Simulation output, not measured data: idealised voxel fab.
The document below concerns the process module designated voxel transistor to metal.
The cross-section shown here is cut; it is 300 nm wide and divided into square cells measuring 5 nm on a side.
Cross-section, as written here: a square-cell grid given band by band from the top down, where a band holds one or more rows of cells.
A band entry consists of two parts. The first gives the height of the band's top and the height of its bottom, in nm. The rest lists the band's materials from left to right, each with its width in nm. A single material labelled with the word "edge to edge" fills the band from edge to edge, and the word "air" marks empty space.
Heights from 0 (as-received wafer is one material below). Bottom band endless downward, as "from 0 down".
With a width like "30..40", each row of cells in the band differs from the next by the same amount, the top row carrying the first number and the bottom row the second.
You'll sometimes find "everything unchanged" written for a step, and that's the way of saying that nowhere in the cross-section did a cell change during that step.
Each empty space that has no open way to the top and spans at least 8 cells appears under "Unvented voids" as width x height at distance, the distance counted from the left edge, all in nm.
Read whatever lies past the settings on a step's line as the simulator's own remark about the step.
A step's line can hold "overlay nm"; with a mask on that step, the setting says how far right of the planned place the mask lay, while a negative setting says it lay to the left.

The steps planned for the process are as follows:
- 1: RECEIVE,material Si
- 2: OXIDIZE,depth nm 5
- 3: CONFORMAL_DEP,material SiN,thk nm 10
- 4: PATTERN,tone cover,mask id ACTIVE,material resist,width nm 110,pitch nm 140,thk nm 20,overlay nm 0
- 5: DIRECTIONAL_ETCH,etch materials SiN,depth nm 10
- 6: DIRECTIONAL_ETCH,etch materials SiO2,depth nm 5
- 7: DIRECTIONAL_ETCH,etch materials Si,depth nm 20
- 8: STRIP,etch materials resist
- 9: FILL_DEP,material SiO2,thk nm 10
- 10: CMP,height nm 10
- 11: SELECTIVE_ETCH,etch materials SiO2,depth nm 5
- 12: STRIP,etch materials SiN
- 13: SELECTIVE_ETCH,etch materials SiO2,depth nm 5
- 14: OXIDIZE,depth nm 5
- 15: DIRECTIONAL_DEP,material polySi,thk nm 25
- 16: DIRECTIONAL_DEP,material SiCN,thk nm 10
- 17: MASKED_ETCH,tone cover,mask id GATE,width nm 20,pitch nm 140,etch materials SiCN,depth nm 20,overlay nm 0
- 18: MASKED_ETCH,tone cover,mask id GATE,width nm 20,pitch nm 140,etch materials polySi,depth nm 35,overlay nm 0
- 19: CONFORMAL_DEP,material SiN,thk nm 5
- 20: DIRECTIONAL_ETCH,etch materials SiN,depth nm 5
- 21: DIRECTIONAL_ETCH,etch materials SiO2,depth nm 5
- 22: DIRECTIONAL_ETCH,etch materials Si,depth nm 15
- 23: EPI,material SiGe,thk nm 15
- 24: FILL_DEP,material SiO2,thk nm 5
- 25: CMP,height nm 30
- 26: DIRECTIONAL_DEP,material SiO2,thk nm 15
- 27: MASKED_ETCH,tone open,mask id CONTACT,width nm 35,etch materials SiO2,depth nm 55,overlay nm 0
- 28: CONFORMAL_DEP,material TiN,thk nm 5
- 29: FILL_DEP,material W,thk nm 5
- 30: CMP,height nm 45
- 31: CONFORMAL_DEP,material SiN,thk nm 5
- 32: DIRECTIONAL_DEP,material lowk,thk nm 25
- 33: MASKED_ETCH,tone open,mask id METAL_1,width nm 20,etch materials lowk,depth nm 25,overlay nm 0
- 34: MASKED_ETCH,tone open,mask id METAL_1,width nm 20,etch materials SiN,depth nm 5,overlay nm 0
- 35: CONFORMAL_DEP,material TiN,thk nm 5
- 36: FILL_DEP,material Ru,thk nm 5
- 37: CMP,height nm 75
- 38: EPI,material Ru,thk nm 5
- 39: FILL_DEP,material SiCN,thk nm 5
- 40: DIRECTIONAL_DEP,material SiO2,thk nm 35
- 41: DIRECTIONAL_DEP,material aC,thk nm 10
- 42: PATTERN,tone open,mask id METAL_2,material resist,width nm 20,pitch nm 140,thk nm 30,overlay nm 0
- 43: DIRECTIONAL_ETCH,etch materials aC,depth nm 10
- 44: STRIP,etch materials resist
- 45: DIRECTIONAL_ETCH,etch materials SiO2,depth nm 20
- 46: STRIP,etch materials aC
- 47: PATTERN,tone open,mask id METAL_2_HOLES,material resist,width nm 15,pitch nm 140,thk nm 20,overlay nm 0
- 48: DIRECTIONAL_ETCH,etch materials SiO2,depth nm 15
- 49: DIRECTIONAL_ETCH,etch materials SiCN,depth nm 5
- 50: STRIP,etch materials resist
- 51: CONFORMAL_DEP,material TiN,thk nm 5
- 52: FILL_DEP,material Ru,thk nm 5
- 53: CMP,height nm 120
- 54: CONFORMAL_DEP,material SiCN,thk nm 5

As received, after step 1:
- from 0 down: Si edge to edge
- Unvented voids: none

Run as planned - first of the two wafers cross-sectioned at the end of the module:
- from 125 to 120: SiCN edge to edge
- from 120 to 105: SiO2 30 nm | TiN 5 nm | Ru 10 nm | TiN 5 nm | SiO2 120 nm | TiN 5 nm | Ru 10 nm | TiN 5 nm | SiO2 110 nm
- from 105 to 100: SiO2 30 nm | TiN 5 nm | Ru 5 nm | TiN 10 nm | SiO2 120 nm | TiN 5 nm | Ru 5 nm | TiN 10 nm | SiO2 110 nm
- from 100 to 85: SiO2 30 nm | TiN 5 nm | Ru 5 nm | TiN 5 nm | SiO2 125 nm | TiN 5 nm | Ru 5 nm | TiN 5 nm | SiO2 115 nm
- from 85 to 80: SiCN 30 nm | TiN 15 nm | SiCN 125 nm | TiN 15 nm | SiCN 115 nm
- from 80 to 75: SiCN 25 nm | Ru 30 nm | SiCN 50 nm | Ru 30 nm | SiCN 30 nm | Ru 30 nm | SiCN 50 nm | Ru 30 nm | SiCN 25 nm
- from 75 to 50: lowk 30 nm | TiN 5 nm | Ru 10 nm | TiN 5 nm | lowk 60 nm | TiN 5 nm | Ru 10 nm | TiN 5 nm | lowk 40 nm | TiN 5 nm | Ru 10 nm | TiN 5 nm | lowk 60 nm | TiN 5 nm | Ru 10 nm | TiN 5 nm | lowk 30 nm
- from 50 to 45: SiN 30 nm | TiN 20 nm | SiN 60 nm | TiN 20 nm | SiN 40 nm | TiN 20 nm | SiN 60 nm | TiN 20 nm | SiN 30 nm
- from 45 to 30: SiO2 30 nm | TiN 5 nm | W 25 nm | TiN 5 nm | SiO2 30 nm | TiN 5 nm | W 25 nm | TiN 5 nm | SiO2 40 nm | TiN 5 nm | W 25 nm | TiN 5 nm | SiO2 30 nm | TiN 5 nm | W 25 nm | TiN 5 nm | SiO2 30 nm
- from 30 to 20: SiO2 30 nm | TiN 5 nm | W 25 nm | TiN 5 nm | SiN 5 nm | SiCN 20 nm | SiN 5 nm | TiN 5 nm | W 25 nm | TiN 5 nm | SiO2 40 nm | TiN 5 nm | W 25 nm | TiN 5 nm | SiN 5 nm | SiCN 20 nm | SiN 5 nm | TiN 5 nm | W 25 nm | TiN 5 nm | SiO2 30 nm
- from 20 to 10: SiO2 30 nm | TiN 5 nm | W 25 nm | TiN 5 nm | SiN 5 nm | polySi 20 nm | SiN 5 nm | TiN 5 nm | W 25 nm | TiN 5 nm | SiO2 40 nm | TiN 5 nm | W 25 nm | TiN 5 nm | SiN 5 nm | polySi 20 nm | SiN 5 nm | TiN 5 nm | W 25 nm | TiN 5 nm | SiO2 30 nm
- from 10 to 5: SiO2 30 nm | TiN 5 nm | W 10 nm | TiN 20 nm | SiN 5 nm | polySi 20 nm | SiN 5 nm | TiN 20 nm | W 10 nm | TiN 5 nm | SiO2 40 nm | TiN 5 nm | W 10 nm | TiN 20 nm | SiN 5 nm | polySi 20 nm | SiN 5 nm | TiN 20 nm | W 10 nm | TiN 5 nm | SiO2 30 nm
- from 5 to 0: SiO2 30 nm | TiN 5 nm | W 10 nm | TiN 5 nm | SiGe 15 nm | SiN 5 nm | polySi 20 nm | SiN 5 nm | SiGe 15 nm | TiN 5 nm | W 10 nm | TiN 5 nm | SiO2 40 nm | TiN 5 nm | W 10 nm | TiN 5 nm | SiGe 15 nm | SiN 5 nm | polySi 20 nm | SiN 5 nm | SiGe 15 nm | TiN 5 nm | W 10 nm | TiN 5 nm | SiO2 30 nm
- from 0 to -5: SiO2 20 nm | SiN 5 nm | SiO2 5 nm | TiN 5 nm | W 10 nm | TiN 5 nm | SiGe 15 nm | SiN 5 nm | polySi 20 nm | SiN 5 nm | SiGe 15 nm | TiN 5 nm | W 10 nm | TiN 5 nm | SiO2 5 nm | SiN 5 nm | SiO2 20 nm | SiN 5 nm | SiO2 5 nm | TiN 5 nm | W 10 nm | TiN 5 nm | SiGe 15 nm | SiN 5 nm | polySi 20 nm | SiN 5 nm | SiGe 15 nm | TiN 5 nm | W 10 nm | TiN 5 nm | SiO2 5 nm | SiN 5 nm | SiO2 20 nm
- from -5 to -10: SiO2 30 nm | TiN 20 nm | SiGe 15 nm | SiO2 30 nm | SiGe 15 nm | TiN 20 nm | SiO2 40 nm | TiN 20 nm | SiGe 15 nm | SiO2 30 nm | SiGe 15 nm | TiN 20 nm | SiO2 30 nm
- from -10 to -25: SiO2 25 nm | SiGe 40 nm | Si 30 nm | SiGe 40 nm | SiO2 30 nm | SiGe 40 nm | Si 30 nm | SiGe 40 nm | SiO2 25 nm
- from -25 down: Si edge to edge
- Unvented voids: none

End-of-module cross-section of the second wafer: identical starting point and process plan to the first, with one processing mistake:
- from 125 to 120: SiCN edge to edge
- from 120 to 110: Ru 40 nm | TiN 5 nm | SiO2 5 nm | TiN 5 nm | Ru 125 nm | TiN 5 nm | SiO2 5 nm | TiN 5 nm | Ru 105 nm
- from 110 to 105: Ru 25 nm | TiN 20 nm | SiO2 5 nm | TiN 5 nm | Ru 110 nm | TiN 20 nm | SiO2 5 nm | TiN 5 nm | Ru 105 nm
- from 105 to 100: TiN 30 nm | SiO2 20 nm | TiN 120 nm | SiO2 20 nm | TiN 110 nm
- from 100 to 85: SiO2 edge to edge
- from 85 to 80: SiCN edge to edge
- from 80 to 75: SiCN 25 nm | Ru 30 nm | SiCN 50 nm | Ru 30 nm | SiCN 30 nm | Ru 30 nm | SiCN 50 nm | Ru 30 nm | SiCN 25 nm
- from 75 to 50: lowk 30 nm | TiN 5 nm | Ru 10 nm | TiN 5 nm | lowk 60 nm | TiN 5 nm | Ru 10 nm | TiN 5 nm | lowk 40 nm | TiN 5 nm | Ru 10 nm | TiN 5 nm | lowk 60 nm | TiN 5 nm | Ru 10 nm | TiN 5 nm | lowk 30 nm
- from 50 to 45: SiN 30 nm | TiN 20 nm | SiN 60 nm | TiN 20 nm | SiN 40 nm | TiN 20 nm | SiN 60 nm | TiN 20 nm | SiN 30 nm
- from 45 to 30: SiO2 30 nm | TiN 5 nm | W 25 nm | TiN 5 nm | SiO2 30 nm | TiN 5 nm | W 25 nm | TiN 5 nm | SiO2 40 nm | TiN 5 nm | W 25 nm | TiN 5 nm | SiO2 30 nm | TiN 5 nm | W 25 nm | TiN 5 nm | SiO2 30 nm
- from 30 to 20: SiO2 30 nm | TiN 5 nm | W 25 nm | TiN 5 nm | SiN 5 nm | SiCN 20 nm | SiN 5 nm | TiN 5 nm | W 25 nm | TiN 5 nm | SiO2 40 nm | TiN 5 nm | W 25 nm | TiN 5 nm | SiN 5 nm | SiCN 20 nm | SiN 5 nm | TiN 5 nm | W 25 nm | TiN 5 nm | SiO2 30 nm
- from 20 to 10: SiO2 30 nm | TiN 5 nm | W 25 nm | TiN 5 nm | SiN 5 nm | polySi 20 nm | SiN 5 nm | TiN 5 nm | W 25 nm | TiN 5 nm | SiO2 40 nm | TiN 5 nm | W 25 nm | TiN 5 nm | SiN 5 nm | polySi 20 nm | SiN 5 nm | TiN 5 nm | W 25 nm | TiN 5 nm | SiO2 30 nm
- from 10 to 5: SiO2 30 nm | TiN 5 nm | W 10 nm | TiN 20 nm | SiN 5 nm | polySi 20 nm | SiN 5 nm | TiN 20 nm | W 10 nm | TiN 5 nm | SiO2 40 nm | TiN 5 nm | W 10 nm | TiN 20 nm | SiN 5 nm | polySi 20 nm | SiN 5 nm | TiN 20 nm | W 10 nm | TiN 5 nm | SiO2 30 nm
- from 5 to 0: SiO2 30 nm | TiN 5 nm | W 10 nm | TiN 5 nm | SiGe 15 nm | SiN 5 nm | polySi 20 nm | SiN 5 nm | SiGe 15 nm | TiN 5 nm | W 10 nm | TiN 5 nm | SiO2 40 nm | TiN 5 nm | W 10 nm | TiN 5 nm | SiGe 15 nm | SiN 5 nm | polySi 20 nm | SiN 5 nm | SiGe 15 nm | TiN 5 nm | W 10 nm | TiN 5 nm | SiO2 30 nm
- from 0 to -5: SiO2 20 nm | SiN 5 nm | SiO2 5 nm | TiN 5 nm | W 10 nm | TiN 5 nm | SiGe 15 nm | SiN 5 nm | polySi 20 nm | SiN 5 nm | SiGe 15 nm | TiN 5 nm | W 10 nm | TiN 5 nm | SiO2 5 nm | SiN 5 nm | SiO2 20 nm | SiN 5 nm | SiO2 5 nm | TiN 5 nm | W 10 nm | TiN 5 nm | SiGe 15 nm | SiN 5 nm | polySi 20 nm | SiN 5 nm | SiGe 15 nm | TiN 5 nm | W 10 nm | TiN 5 nm | SiO2 5 nm | SiN 5 nm | SiO2 20 nm
- from -5 to -10: SiO2 30 nm | TiN 20 nm | SiGe 15 nm | SiO2 30 nm | SiGe 15 nm | TiN 20 nm | SiO2 40 nm | TiN 20 nm | SiGe 15 nm | SiO2 30 nm | SiGe 15 nm | TiN 20 nm | SiO2 30 nm
- from -10 to -25: SiO2 25 nm | SiGe 40 nm | Si 30 nm | SiGe 40 nm | SiO2 30 nm | SiGe 40 nm | Si 30 nm | SiGe 40 nm | SiO2 25 nm
- from -25 down: Si edge to edge
- Unvented voids: none
What went wrong in running the wafer? step 42 ran as: PATTERN,tone cover,mask id METAL_2,material resist,width nm 20,pitch nm 140,thk nm 30,overlay nm 0
FYI, end of process, the second wafer has more or fewer cells of some materials than the first: +136 Ru | +6 SiCN | -176 SiO2 | +34 TiN
